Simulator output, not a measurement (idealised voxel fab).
This section sets out a process module, namely voxel wiring stack.
The figure presents cross-section cut, which has a width of 255 nm and is divided into square cells with an edge length of 5 nm.
This document writes a cross-section as a grid whose cells are square, and gives it as bands, listed from the top down; one or more rows of cells form a band. Band: top and bottom heights (nm) first, top before bottom; then materials from left to right, widths in nm. "everywhere" marks a sole material filling the band edge to edge. "air" denotes empty space. Zero point of the height axis is 0; under it, received wafer = one material. Lowest band: continues down indefinitely, "0..down". Width "30..40": first value at the band's top row of cells, second value at its bottom row, equal change from row to row. Take "identical to before" at face value: in the step it is given for, the cross-section changed in none of its cells. In the "Tabulated closed voids" entry, you get each enclosed empty space of 8 cells or more, one with no open way to the top, written width x height at distance, distance from the left edge, in nm. If you see something after the settings on a step's line, that's the simulator's own remark about that step. "overlay nm" denotes, for a step that has a mask, the displacement of the mask to the right of its planned place, with negative values corresponding to the left.
The process steps that were planned are listed below
- 1: RECEIVE with material Si
- 2: CONFORMAL_DEP with material SiO2, thk nm 15
- 3: DIRECTIONAL_DEP with material TiN, thk nm 5
- 4: DIRECTIONAL_DEP with material W, thk nm 15
- 5: DIRECTIONAL_DEP with material aC, thk nm 10
- 6: PATTERN with tone cover, mask id METAL_1, material resist, width nm 30, pitch nm 50, thk nm 25, overlay nm 0
- 7: DIRECTIONAL_ETCH with etch materials aC, depth nm 10
- 8: STRIP with etch materials resist
- 9: DIRECTIONAL_ETCH with etch materials W, depth nm 15
- 10: DIRECTIONAL_ETCH with etch materials TiN, depth nm 5
- 11: STRIP with etch materials aC
- 12: FILL_DEP with material SiO2, thk nm 10
- 13: CMP with height nm 35
- 14: CONFORMAL_DEP with material SiCN, thk nm 5
- 15: DIRECTIONAL_DEP with material lowk, thk nm 10
- 16: PATTERN with tone open, mask id PLUG_1, material resist, width nm 15, pitch nm 50, thk nm 20, overlay nm 0
- 17: DIRECTIONAL_ETCH with etch materials lowk, depth nm 10
- 18: DIRECTIONAL_ETCH with etch materials SiCN, depth nm 5
- 19: STRIP with etch materials resist
- 20: CONFORMAL_DEP with material TiN, thk nm 5
- 21: FILL_DEP with material Ru, thk nm 5
- 22: CMP with height nm 50
- 23: DIRECTIONAL_DEP with material TiN, thk nm 5
- 24: DIRECTIONAL_DEP with material Ru, thk nm 15
- 25: DIRECTIONAL_DEP with material aC, thk nm 10
- 26: PATTERN with tone cover, mask id METAL_2, material resist, width nm 30, pitch nm 50, thk nm 25, overlay nm 0
- 27: DIRECTIONAL_ETCH with etch materials aC, depth nm 10
- 28: STRIP with etch materials resist
- 29: DIRECTIONAL_ETCH with etch materials Ru, depth nm 15
- 30: DIRECTIONAL_ETCH with etch materials TiN, depth nm 5
- 31: STRIP with etch materials aC
- 32: CONFORMAL_DEP with material SiCN, thk nm 5
- 33: FILL_DEP with material lowk, thk nm 10
- 34: CMP with height nm 70
- 35: CONFORMAL_DEP with material SiCN, thk nm 5
Cross-section of the wafer at receipt, which is the condition after step 1
> 0..down = Si everywhere
> Tabulated closed voids: none
This is how the wafer looks in cross-section once the module is done, given the starting state and plan above and one mistake in carrying the plan out
> 75..70 = SiCN everywhere
> 70..55 = lowk (30) / SiCN (5) / Ru (30) / SiCN (5) / lowk (10) / SiCN (5) / Ru (30) / SiCN (5) / lowk (10) / SiCN (5) / Ru (30) / SiCN (5) / lowk (10) / SiCN (5) / Ru (30) / SiCN (5) / lowk (35)
> 55..50 = SiCN (35) / TiN (30) / SiCN (20) / TiN (30) / SiCN (20) / TiN (30) / SiCN (20) / TiN (30) / SiCN (40)
> 50..40 = lowk (45) / TiN (5) / Ru (5) / TiN (5) / lowk (35) / TiN (5) / Ru (5) / TiN (5) / lowk (35) / TiN (5) / Ru (5) / TiN (5) / lowk (35) / TiN (5) / Ru (5) / TiN (5) / lowk (45)
> 40..35 = SiCN (45) / TiN (15) / SiCN (35) / TiN (15) / SiCN (35) / TiN (15) / SiCN (35) / TiN (15) / SiCN (45)
> 35..20 = SiO2 (35) / W (30) / SiO2 (20) / W (30) / SiO2 (20) / W (30) / SiO2 (20) / W (30) / SiO2 (40)
> 20..15 = SiO2 (35) / TiN (30) / SiO2 (20) / TiN (30) / SiO2 (20) / TiN (30) / SiO2 (20) / TiN (30) / SiO2 (40)
> 15..0 = SiO2 everywhere
> 0..down = Si everywhere
> Tabulated closed voids: none
what went wrong: step 16 ran with different settings than intended, the actual operation and settings being PATTERN with tone open, mask id PLUG_1, material resist, width nm 15, pitch nm 50, thk nm 20, overlay nm 10
